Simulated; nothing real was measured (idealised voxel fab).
voxel double patterning: a process module
FYI the section here is cut, 175 nm wide, cells are 5 nm squares.
Square cells in a grid make up a cross-section in this document, and the grid is given as bands, listed from the top down, each one or more rows of cells. Top height, bottom height, nm. Materials left to right, width each, nm. Single material + "all across" = fills band edge to edge. "empty" = empty. Heads up on the height convention: 0 is the point under which the incoming wafer is all one material, and the lowest band has no bottom, it just keeps going down, like "0 and below". So if you see something like "30 to 40" for the width, read it as the top row of the band sitting at the first number and the bottom row at the second, with every row in between moving by the same amount as the last. "stayed the same" means the step left every cell of the cross-section as it was. The entry "Enclosed void listing" lists the empty spaces that cover at least 8 cells and have no open path to the top. Each is written as width x height at distance, where the distance is measured from the left edge and all three values are in nm. If you see something after the settings on a step's line, that's the simulator's own remark about that step. overlay nm: mask offset rightward from planned place, masked step; negative means leftward offset.

The steps planned for the process are as follows
1. RECEIVE [material Si]
2. CONFORMAL_DEP [material SiO2] [thk nm 10]
3. DIRECTIONAL_DEP [material W] [thk nm 10]
4. DIRECTIONAL_DEP [material SiCN] [thk nm 5]
5. DIRECTIONAL_DEP [material aC] [thk nm 10]
6. PATTERN [tone open] [mask id FIRST] [material resist] [width nm 15] [pitch nm 50] [thk nm 25] [overlay nm 0]
7. DIRECTIONAL_ETCH [etch materials aC] [depth nm 10]
8. STRIP [etch materials resist]
9. DIRECTIONAL_ETCH [etch materials SiCN] [depth nm 5]
10. STRIP [etch materials aC]
11. PATTERN [tone open] [mask id SECOND] [material resist] [width nm 15] [pitch nm 50] [thk nm 15] [overlay nm 0]
12. DIRECTIONAL_ETCH [etch materials SiCN] [depth nm 5]
13. STRIP [etch materials resist]
14. DIRECTIONAL_ETCH [etch materials W] [depth nm 10]
15. STRIP [etch materials SiCN]

So this is the incoming wafer in cross-section - it's already been through step 1
* 0 and below  Si all across
* Enclosed void listing: none

First of two wafers at the end of the module, shown in cross-section; run carried out as planned
* 20 down to 10  W 30 nm  empty 15 nm  W 10 nm  empty 15 nm  W 10 nm  empty 15 nm  W 10 nm  empty 15 nm  W 10 nm  empty 15 nm  W 30 nm
* 10 down to 0  SiO2 all across
* 0 and below  Si all across
* Enclosed void listing: none

So this is wafer number two of the two, cut at the end of the module - it started where the first did and had the same plan, we just got one thing wrong running it
* 10 down to 0  W 30 nm  empty 15 nm  W 10 nm  empty 15 nm  W 10 nm  empty 15 nm  W 10 nm  empty 15 nm  W 10 nm  empty 15 nm  W 30 nm
* 0 and below  Si all across
* Enclosed void listing: none
In executing the process, a mistake was made relative to the plan: step 2 was dropped from the plan's execution and never run
at the end the second wafer has, in cells: SiO2: 70 fewer
